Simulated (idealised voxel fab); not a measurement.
process module | voxel wiring stack
cross-section cut | 220 nm wide | cells 5 nm
A cross-section is a grid of square cells, given in bands from the top down. A band is one or more rows of cells.
Each band's line starts with the height of the band's top and of its bottom, in nm. Then come its materials from left to right, each with its width in nm. One material with "throughout" fills the band from edge to edge. "air" is empty space.
Height 0 is the level under which the wafer as received is all one material. The lowest band goes on downwards, as in "0 down".
A width such as "30 to 40" changes by the same amount from each row of cells to the next, from the band's top row to its bottom row.
"no change" after a step means that no cell of the cross-section changed.
closed voids: empty space of 8 cells or more with no open way to the top, each as width x height at its distance from the left edge, in nm
after a step's settings: what the simulator itself notes on the step
overlay nm, on a step with a mask: how far to the right of its planned place the mask lay; to the left if negative
plan
1 op RECEIVE | material Si
2 op CONFORMAL_DEP | material SiO2 | thk nm 10
3 op DIRECTIONAL_DEP | material TiN | thk nm 5
4 op DIRECTIONAL_DEP | material Ru | thk nm 20
5 op DIRECTIONAL_DEP | material aC | thk nm 10
6 op PATTERN | tone cover | mask id METAL_1 | material resist | width nm 30 | pitch nm 45 | thk nm 30 | overlay nm 0
7 op DIRECTIONAL_ETCH | etch materials aC | depth nm 10
8 op STRIP | etch materials resist
9 op DIRECTIONAL_ETCH | etch materials Ru | depth nm 20
10 op DIRECTIONAL_ETCH | etch materials TiN | depth nm 5
11 op STRIP | etch materials aC
12 op CONFORMAL_DEP | material SiCN | thk nm 5
13 op FILL_DEP | material SiO2 | thk nm 5
14 op CMP | height nm 35
15 op CONFORMAL_DEP | material SiCN | thk nm 5
16 op DIRECTIONAL_DEP | material lowk | thk nm 30
17 op DIRECTIONAL_DEP | material aC | thk nm 10
18 op PATTERN | tone open | mask id METAL_2_HOLES | material resist | width nm 15 | thk nm 25 | overlay nm 0
19 op DIRECTIONAL_ETCH | etch materials aC | depth nm 10
20 op STRIP | etch materials resist
21 op DIRECTIONAL_ETCH | etch materials lowk | depth nm 30
22 op STRIP | etch materials aC
23 op MASKED_ETCH | tone open | mask id METAL_2 | width nm 30 | pitch nm 45 | etch materials lowk | depth nm 15 | overlay nm 0
24 op MASKED_ETCH | tone open | mask id METAL_2 | width nm 30 | pitch nm 45 | etch materials SiCN | depth nm 5 | overlay nm 0
25 op CONFORMAL_DEP | material TiN | thk nm 5
26 op FILL_DEP | material Ru | thk nm 10
27 op CMP | height nm 70
28 op CONFORMAL_DEP | material SiCN | thk nm 5
29 op DIRECTIONAL_DEP | material lowk | thk nm 10
30 op PATTERN | tone open | mask id PLUG_2 | material resist | width nm 15 | thk nm 20 | overlay nm 0
31 op DIRECTIONAL_ETCH | etch materials lowk | depth nm 10
32 op DIRECTIONAL_ETCH | etch materials SiCN | depth nm 5
33 op STRIP | etch materials resist
34 op CONFORMAL_DEP | material TiN | thk nm 5
35 op FILL_DEP | material W | thk nm 5
36 op CMP | height nm 85
37 op CONFORMAL_DEP | material SiCN | thk nm 5
38 op DIRECTIONAL_DEP | material SiO2 | thk nm 15
39 op PATTERN | tone open | mask id METAL_3 | material resist | width nm 30 | pitch nm 45 | thk nm 15 | overlay nm 0
40 op DIRECTIONAL_ETCH | etch materials SiO2 | depth nm 15
41 op DIRECTIONAL_ETCH | etch materials SiCN | depth nm 5
42 op STRIP | etch materials resist
43 op CONFORMAL_DEP | material TiN | thk nm 5
44 op FILL_DEP | material Ru | thk nm 5
45 op CMP | height nm 105
46 op EPI | material Ru | thk nm 5
47 op FILL_DEP | material SiCN | thk nm 5
as received, after step 1
  0 down: Si throughout
  closed voids: none
a wafer at the end: this start, this plan, one mistake
  115 to 110: SiCN throughout
  110 to 105: SiCN 65 | Ru 40 | SiCN 5 | Ru 40 | SiCN 70
  105 to 90: SiO2 70 | TiN 5 | Ru 20 | TiN 5 | SiO2 15 | TiN 5 | Ru 20 | TiN 5 | SiO2 75
  90 to 85: SiCN 70 | TiN 30 | SiCN 15 | TiN 30 | SiCN 75
  85 to 75: lowk 70 | TiN 5 | W 5 | TiN 5 | lowk 135
  75 to 70: SiCN 70 | TiN 15 | SiCN 135
  70 to 55: lowk 70 | TiN 5 | Ru 20 | TiN 5 | lowk 15 | TiN 5 | Ru 20 | TiN 5 | lowk 75
  55 to 50: lowk 70 | TiN 5 | Ru 5 | TiN 20 | lowk 15 | TiN 30 | lowk 75
  50 to 40: lowk 70 | TiN 5 | Ru 5 | TiN 5 | lowk 135
  40 to 35: SiCN 70 | TiN 15 | SiCN 135
  35 to 15: SiO2 65 | SiCN 5 | Ru 30 | SiCN 5 | SiO2 5 | SiCN 5 | Ru 30 | SiCN 5 | SiO2 70
  15 to 10: SiCN 70 | TiN 30 | SiCN 15 | TiN 30 | SiCN 75
  10 to 0: SiO2 throughout
  0 down: Si throughout
  closed voids: none
what went wrong: step 23 ran as: op MASKED_ETCH | tone open | mask id METAL_2 | width nm 30 | pitch nm 45 | etch materials lowk | depth nm 20 | overlay nm 0
